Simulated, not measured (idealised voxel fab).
The process module that follows is named voxel ribs on slabs.
We display cut, a cross-section 160 nm in width whose square cells are each 5 nm.
Reading order for cross-sections: top band down to bottom band. Underlying form: a grid of square cells. Band size: one or more rows of cells.
What a band's entry tells you: where the top is and where the bottom is, as heights in nm, and after that what lies inside, material by material from left to right, each with its width in nm. Empty space is written as the word "empty", and a single material marked with the word "edge to edge" occupies the band from edge to edge.
Below 0: as-received wafer, all one material; heights counted from there. Lowest band: no bottom, goes on down, written "0..down".
Graded width ("30..40"): value in top row of band = first number; value in bottom row = second number; row-to-row change constant.
"nothing different" for a step: no cell of the cross-section changed in that step.
Under "Voids lacking openings" you'll find the enclosed gaps, the ones with no way out to the top, that are 8 cells or bigger; each reads width x height at distance, with distance counted from the left edge, everything in nm.
What comes after the settings on a step's line is commentary from the simulator itself on that step.
overlay nm: on a step with a mask, how far right of its planned place the mask lay; negative means left.

### Steps in the process plan
step 1: RECEIVE (material Si)
step 2: DIRECTIONAL_DEP (material SiO2; thk nm 20)
step 3: DIRECTIONAL_DEP (material polySi; thk nm 20)
step 4: PATTERN (tone cover; mask id RIB; material resist; width nm 30; thk nm 15; overlay nm 0)
step 5: DIRECTIONAL_ETCH (etch materials polySi; depth nm 5)
step 6: STRIP (etch materials resist)
step 7: PATTERN (tone cover; mask id SLAB; material resist; width nm 60; thk nm 20; overlay nm 0)
step 8: DIRECTIONAL_ETCH (etch materials polySi; depth nm 15)
step 9: STRIP (etch materials resist)
step 10: FILL_DEP (material SiO2; thk nm 20)
step 11: CMP (height nm 50)
step 12: DIRECTIONAL_DEP (material TiN; thk nm 10)
step 13: PATTERN (tone cover; mask id HEATER; material resist; width nm 40; thk nm 15; overlay nm 0)
step 14: DIRECTIONAL_ETCH (etch materials TiN; depth nm 10)
step 15: STRIP (etch materials resist)
step 16: CONFORMAL_DEP (material SiO2; thk nm 5)

### First of the two wafers, run per plan

### Cross-section of the incoming wafer, state after step 1
	0..down  Si edge to edge
	Voids lacking openings: none

### Cross-section of the wafer subsequent to step 2
	20..0  SiO2 edge to edge
	Note: structure below 0 unchanged.

### Cross-section of the wafer subsequent to step 3
	40..20  polySi edge to edge
	Note: structure below 20 unchanged.

### Cross-section of the wafer subsequent to step 4
	55..40  empty 65 nm / resist 30 nm / empty 65 nm
	Note: structure below 40 unchanged.

### Cross-section of the wafer subsequent to step 5
	55..40  empty 65 nm / resist 30 nm / empty 65 nm
	40..35  empty 65 nm / polySi 30 nm / empty 65 nm
	Note: structure below 35 unchanged.

### Cross-section of the wafer subsequent to step 6
	40..35  empty 65 nm / polySi 30 nm / empty 65 nm
	Note: structure below 35 unchanged.

### Cross-section of the wafer subsequent to step 7
	60..40  empty 50 nm / resist 60 nm / empty 50 nm
	40..35  empty 50 nm / resist 15 nm / polySi 30 nm / resist 15 nm / empty 50 nm
	Note: structure below 35 unchanged.

### Cross-section of the wafer subsequent to step 8
	60..40  empty 50 nm / resist 60 nm / empty 50 nm
	40..35  empty 50 nm / resist 15 nm / polySi 30 nm / resist 15 nm / empty 50 nm
	35..20  empty 50 nm / polySi 60 nm / empty 50 nm
	Note: structure below 20 unchanged.

### Cross-section of the wafer subsequent to step 9
	40..35  empty 65 nm / polySi 30 nm / empty 65 nm
	Note: structure below 35 unchanged.

### Cross-section of the wafer subsequent to step 10
	60..40  SiO2 edge to edge
	40..35  SiO2 65 nm / polySi 30 nm / SiO2 65 nm
	35..20  SiO2 50 nm / polySi 60 nm / SiO2 50 nm
	Note: structure below 20 unchanged.

### Cross-section of the wafer subsequent to step 11
	50..40  SiO2 edge to edge
	Note: structure below 40 unchanged.

### Cross-section of the wafer subsequent to step 12
	60..50  TiN edge to edge
	Note: structure below 50 unchanged.

### Cross-section of the wafer subsequent to step 13
	75..60  empty 60 nm / resist 40 nm / empty 60 nm
	Note: structure below 60 unchanged.

### Cross-section of the wafer subsequent to step 14
	75..60  empty 60 nm / resist 40 nm / empty 60 nm
	60..50  empty 60 nm / TiN 40 nm / empty 60 nm
	Note: structure below 50 unchanged.

### Cross-section of the wafer subsequent to step 15
	60..50  empty 60 nm / TiN 40 nm / empty 60 nm
	Note: structure below 50 unchanged.

### Cross-section of the wafer subsequent to step 16
	65..60  empty 55 nm / SiO2 50 nm / empty 55 nm
	60..55  empty 55 nm / SiO2 5 nm / TiN 40 nm / SiO2 5 nm / empty 55 nm
	55..50  SiO2 60 nm / TiN 40 nm / SiO2 60 nm
	Note: structure below 50 unchanged.

### Regarding the second of the two wafers: it shared the first wafer's starting condition and process plan, yet one error occurred during its execution. Its history coincides with that of the first wafer up to and including step 9

### Cross-section of the second wafer when, according to plan, step 10 should have finished
	60..40  TiN edge to edge
	40..35  TiN 65 nm / polySi 30 nm / TiN 65 nm
	35..20  TiN 50 nm / polySi 60 nm / TiN 50 nm
	Note: structure below 20 unchanged.

### Cross-section of the second wafer when, according to plan, step 11 should have finished
	50..40  TiN edge to edge
	Note: structure below 40 unchanged.

### Cross-section of the second wafer when, according to plan, step 12 should have finished
	60..40  TiN edge to edge
	Note: structure below 40 unchanged.

### Cross-section of the second wafer when, according to plan, step 13 should have finished
	75..60  empty 60 nm / resist 40 nm / empty 60 nm
	Note: structure below 60 unchanged.

### Cross-section of the second wafer when, according to plan, step 14 should have finished
	75..60  empty 60 nm / resist 40 nm / empty 60 nm
	60..50  empty 60 nm / TiN 40 nm / empty 60 nm
	Note: structure below 50 unchanged.

### Cross-section of the second wafer when, according to plan, step 15 should have finished
	60..50  empty 60 nm / TiN 40 nm / empty 60 nm
	Note: structure below 50 unchanged.

### Cross-section of the second wafer when, according to plan, step 16 should have finished
	65..60  empty 55 nm / SiO2 50 nm / empty 55 nm
	60..55  empty 55 nm / SiO2 5 nm / TiN 40 nm / SiO2 5 nm / empty 55 nm
	55..50  SiO2 60 nm / TiN 40 nm / SiO2 60 nm
	Note: structure below 50 unchanged.
Misprocessing identified: heads up, step 10 didn't go per plan, it actually ran as FILL_DEP (material TiN; thk nm 20)
Materials where the second wafer ends with more or fewer cells than the first: 150 fewer of SiO2, 150 more of TiN
